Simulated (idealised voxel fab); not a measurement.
A process module follows: voxel capacitor over wiring.
It is cross-section cut that appears here, measuring 205 nm in width, its square cells being 5 nm in size.
A cross-section is written here as square cells arranged in a grid, and it is given in bands from the top down, each band taking up one or more rows of cells.
This entry defines a band. It first specifies the height of the band's top and the height of its bottom in nm, and then specifies the band's materials from left to right, stating each material with its width in nm. The word "all across" identifies a single material that fills the band from edge to edge, while the word "empty" identifies empty space.
Heights are expressed relative to 0, this being the level below which the as-received wafer comprises one material exclusively. The lowest band is unbounded in the downward direction and is denoted as in "from 0 down".
The expression "30 to 40" gives the width at the extremes of the band, the first number at its top row of cells and the second at its bottom row, with the width changing by equal amounts from each row to the next in between.
Step note "no change occurred" = no cross-section cell changed.
Any empty space of 8 cells or more lacking an open way to the top shows up in "Listed closed voids" as width x height at distance, distance from the left edge, in nm.
That trailing text on a step's line, after the settings, is the simulator's own remark on the step.
The "overlay nm" setting may appear on a step's line; for a step that uses a mask, it gives how far to the right of its planned position the mask lay, and a negative value indicates the left.
-- Listed below are the process steps as planned
1) RECEIVE [material Si]
2) CONFORMAL_DEP [material SiO2] [thk nm 10]
3) CONFORMAL_DEP [material SiCN] [thk nm 5]
4) DIRECTIONAL_DEP [material SiO2] [thk nm 25]
5) MASKED_ETCH [tone open] [mask id METAL_1] [width nm 20] [pitch nm 75] [etch materials SiO2] [depth nm 25] [overlay nm 0]
6) MASKED_ETCH [tone open] [mask id METAL_1] [width nm 20] [pitch nm 75] [etch materials SiCN] [depth nm 5] [overlay nm 0]
7) CONFORMAL_DEP [material TiN] [thk nm 5]
8) FILL_DEP [material Cu] [thk nm 5]
9) CMP [height nm 40]
10) CONFORMAL_DEP [material SiCN] [thk nm 5]
11) DIRECTIONAL_DEP [material lowk] [thk nm 20]
12) PATTERN [tone open] [mask id PLUG_1] [material resist] [width nm 15] [thk nm 20] [overlay nm 0]
13) DIRECTIONAL_ETCH [etch materials lowk] [depth nm 20]
14) DIRECTIONAL_ETCH [etch materials SiCN] [depth nm 5]
15) STRIP [etch materials resist]
16) EPI [material Ru] [thk nm 10]
17) EPI [material Ru] [thk nm 10]
18) EPI [material Ru] [thk nm 5]
19) DIRECTIONAL_DEP [material TiN] [thk nm 10]
20) DIRECTIONAL_DEP [material SiN] [thk nm 5]
21) DIRECTIONAL_DEP [material TiN] [thk nm 10]
22) PATTERN [tone cover] [mask id UPPER_PLATE] [material resist] [width nm 60] [thk nm 15] [overlay nm 0]
23) DIRECTIONAL_ETCH [etch materials TiN] [depth nm 10]
24) DIRECTIONAL_ETCH [etch materials SiN] [depth nm 5]
25) STRIP [etch materials resist]
26) DIRECTIONAL_DEP [material aC] [thk nm 15]
27) PATTERN [tone cover] [mask id LOWER_PLATE] [material resist] [width nm 70] [thk nm 30] [overlay nm 0]
28) DIRECTIONAL_ETCH [etch materials aC] [depth nm 15]
29) STRIP [etch materials resist]
30) DIRECTIONAL_ETCH [etch materials TiN] [depth nm 10]
31) STRIP [etch materials aC]
32) FILL_DEP [material SiO2] [thk nm 15]
33) CMP [height nm 100]
34) PATTERN [tone open] [mask id PLUG_2] [material resist] [width nm 15] [thk nm 15] [overlay nm 0]
35) DIRECTIONAL_ETCH [etch materials SiO2] [depth nm 10]
36) STRIP [etch materials resist]
37) CONFORMAL_DEP [material TiN] [thk nm 5]
38) FILL_DEP [material Ru] [thk nm 5]
39) CMP [height nm 100]
40) CONFORMAL_DEP [material SiCN] [thk nm 5]
-- Cross-section of the incoming wafer, state after step 1
  from 0 down | Si all across
  Listed closed voids: none
-- Cross-sectional view of the first of the two wafers upon completion of the module, processed in accordance with the plan
  from 105 to 100 | SiCN all across
  from 100 to 95 | SiO2: 70, TiN: 5, Ru: 5, TiN: 5, SiO2: 120
  from 95 to 90 | SiO2: 70, TiN: 15, SiO2: 120
  from 90 to 80 | SiO2: 60, TiN: 60, SiO2: 85
  from 80 to 75 | SiO2: 60, SiN: 60, SiO2: 85
  from 75 to 65 | SiO2: 55, TiN: 70, SiO2: 80
  from 65 to 45 | lowk: 60, Ru: 15, lowk: 130
  from 45 to 40 | SiCN: 60, Ru: 15, SiCN: 130
  from 40 to 15 | SiO2: 55, TiN: 5, Cu: 10, TiN: 5, SiO2: 55, TiN: 5, Cu: 10, TiN: 5, SiO2: 55
  from 15 to 10 | SiCN: 55, TiN: 20, SiCN: 55, TiN: 20, SiCN: 55
  from 10 to 0 | SiO2 all across
  from 0 down | Si all across
  Listed closed voids: none
-- Here's the second of our two wafers sectioned at module end. Same start as the first, same plan, but one mistake got made running it
  from 105 to 100 | SiCN all across
  from 100 to 95 | SiO2: 70, TiN: 5, SiN: 45, SiO2: 85
  from 95 to 90 | SiO2: 55, TiN: 5, SiO2: 10, TiN: 55, SiO2: 80
  from 90 to 85 | SiO2: 55, TiN: 70, SiO2: 80
  from 85 to 80 | lowk: 60, TiN: 15, lowk: 130
  from 80 to 75 | lowk: 60, SiN: 15, lowk: 130
  from 75 to 65 | lowk: 60, TiN: 15, lowk: 130
  from 65 to 45 | lowk all across
  from 45 to 40 | SiCN all across
  from 40 to 15 | SiO2: 55, TiN: 5, Cu: 10, TiN: 5, SiO2: 55, TiN: 5, Cu: 10, TiN: 5, SiO2: 55
  from 15 to 10 | SiCN: 55, TiN: 20, SiCN: 55, TiN: 20, SiCN: 55
  from 10 to 0 | SiO2 all across
  from 0 down | Si all across
  Listed closed voids: none
Against the plan, the run slipped here: heads up, step 11 of the plan got done twice
Final difference in cells, second wafer against first, listed per material as more or fewer: -16 Ru; +3 SiCN; -130 SiO2; -21 TiN; +164 lowk
